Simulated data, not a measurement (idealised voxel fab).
Process module under the name voxel spacer lines
Pictured: cross-section cut, 200 nm wide, on a grid of 5 nm square cells.
In this document a cross-section is written as a grid of square cells. It is given as a series of bands, listed from the top down, and a band is one or more rows of cells. The band entry comprises the height of the band's top followed by the height of its bottom, expressed in nm, and subsequently the band's materials from left to right, each stated together with its width in nm. Where a single material is marked with the word "everywhere", that material fills the band from edge to edge. The word "blank" represents empty space. Counting heights begins at 0, where everything beneath is, in the wafer as received, one material. The lowest band has no bottom; it goes on downwards, as "0 nm and below" shows. With a width like "30..40", each row of cells in the band differs from the next by the same amount, the top row carrying the first number and the bottom row the second. You'll sometimes find "remained unchanged" written for a step, and that's the way of saying that nowhere in the cross-section did a cell change during that step. The entry "Voids, sealed" lists the empty spaces that cover at least 8 cells and have no open path to the top. Each is written as width x height at distance, where the distance is measured from the left edge and all three values are in nm. That trailing text on a step's line, after the settings, is the simulator's own remark on the step. For masked steps, "overlay nm" on the step line gives how far right of plan the mask actually lay; a minus sign means it lay to the left.
Process steps (planned):
1) RECEIVE: material Si
2) CONFORMAL_DEP: material Al2O3, thk nm 10
3) DIRECTIONAL_DEP: material TiN, thk nm 20
4) DIRECTIONAL_DEP: material polySi, thk nm 30
5) PATTERN: tone cover, mask id MANDREL, material resist, width nm 20, pitch nm 60, thk nm 35, overlay nm 0
6) DIRECTIONAL_ETCH: etch materials polySi, depth nm 30
7) STRIP: etch materials resist
8) CONFORMAL_DEP: material SiO2, thk nm 10
9) DIRECTIONAL_ETCH: etch materials SiO2, depth nm 10
10) STRIP: etch materials polySi
11) DIRECTIONAL_ETCH: etch materials TiN, depth nm 20
12) STRIP: etch materials SiO2
13) FILL_DEP: material lowk, thk nm 5
14) CMP: height nm 30
Cross-section of the wafer at receipt, which is the condition after step 1:
    0 nm and below  Si everywhere
    Voids, sealed: none
Look at the cross-section after the module: the wafer started out the way shown above and the plan was the one shown above, yet one mistake was made along the way:
    30 nm to 20 nm  Al2O3 everywhere
    20 nm to 0 nm  TiN everywhere
    0 nm and below  Si everywhere
    Voids, sealed: none
Error vs. plan: the intended sequence of steps 2 and 3 was reversed during processing, with each occupying the position of the other
